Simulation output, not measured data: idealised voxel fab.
Process module under the name voxel self aligned contacts
In the cross-section labelled cut, the width is 170 nm and each square cell is 5 nm.
In what follows, cross-sections appear as grids of square cells, described through bands that run from the top down, where every band is one or more rows of cells. Top, bottom (nm), then materials left to right with widths (nm); lone material tagged "throughout" fills the whole band edge to edge; "blank" = empty space. Height reference: 0 = level under which incoming wafer is all one material. Lowest band: no bottom, runs on downward, e.g. "0..down". A width such as "30->40" changes by the same amount from each row of cells to the next, from the band's top row to its bottom row. A step reported as "identical to before" is a step in which no cell of the cross-section changed. "Closed internal voids" enumerates empty spaces isolated from the top, with no open way to it, that contain at least 8 cells, giving each as width x height at distance from the left edge, all three in nm. Read whatever lies past the settings on a step's line as the simulator's own remark about the step. The optional step-line setting "overlay nm" applies to steps with a mask and quantifies how far to the right of its planned location the mask lay, a negative value indicating leftward placement.
Intended process steps
1,op RECEIVE | material Si
2,op OXIDIZE | depth nm 5
3,op DIRECTIONAL_DEP | material polySi | thk nm 30
4,op DIRECTIONAL_DEP | material SiN | thk nm 25
5,op DIRECTIONAL_DEP | material aC | thk nm 15
6,op PATTERN | tone cover | mask id GATE | material resist | width nm 30 | pitch nm 75 | thk nm 35 | overlay nm 0
7,op DIRECTIONAL_ETCH | etch materials aC | depth nm 15
8,op STRIP | etch materials resist
9,op DIRECTIONAL_ETCH | etch materials SiN | depth nm 25
10,op DIRECTIONAL_ETCH | etch materials polySi | depth nm 30
11,op STRIP | etch materials aC
12,op CONFORMAL_DEP | material SiN | thk nm 10
13,op DIRECTIONAL_ETCH | etch materials SiN | depth nm 10
14,op FILL_DEP | material SiO2 | thk nm 15
15,op CMP | height nm 60
16,op MASKED_ETCH | tone open | mask id CONTACT | width nm 55 | etch materials SiO2 | depth nm 65 | overlay nm 0
17,op CONFORMAL_DEP | material TiN | thk nm 5
18,op FILL_DEP | material W | thk nm 5
19,op CMP | height nm 60
20,op CONFORMAL_DEP | material SiN | thk nm 5
Cross-section of the wafer as it came to us, i.e., already through step 1
> 0..down  Si throughout
> Closed internal voids: none
Here's the wafer cut in cross-section after the module, started and planned just like above, except one thing was done wrong in the run
> 65..60  SiN throughout
> 60..55  55 nm SiO2, then 20 nm TiN, then 15 nm W, then 20 nm TiN, then 60 nm SiO2
> 55..30  20 nm SiO2, then 50 nm SiN, then 5 nm TiN, then 15 nm W, then 5 nm TiN, then 50 nm SiN, then 25 nm SiO2
> 30..5  20 nm SiO2, then 10 nm SiN, then 30 nm polySi, then 10 nm SiN, then 5 nm TiN, then 15 nm W, then 5 nm TiN, then 10 nm SiN, then 30 nm polySi, then 10 nm SiN, then 25 nm SiO2
> 5..0  20 nm SiO2, then 10 nm SiN, then 30 nm polySi, then 10 nm SiN, then 25 nm TiN, then 10 nm SiN, then 30 nm polySi, then 10 nm SiN, then 25 nm SiO2
> 0..down  Si throughout
> Closed internal voids: none
In executing the process, a mistake was made relative to the plan: execution of step 2 of the plan did not take place, the step having been omitted
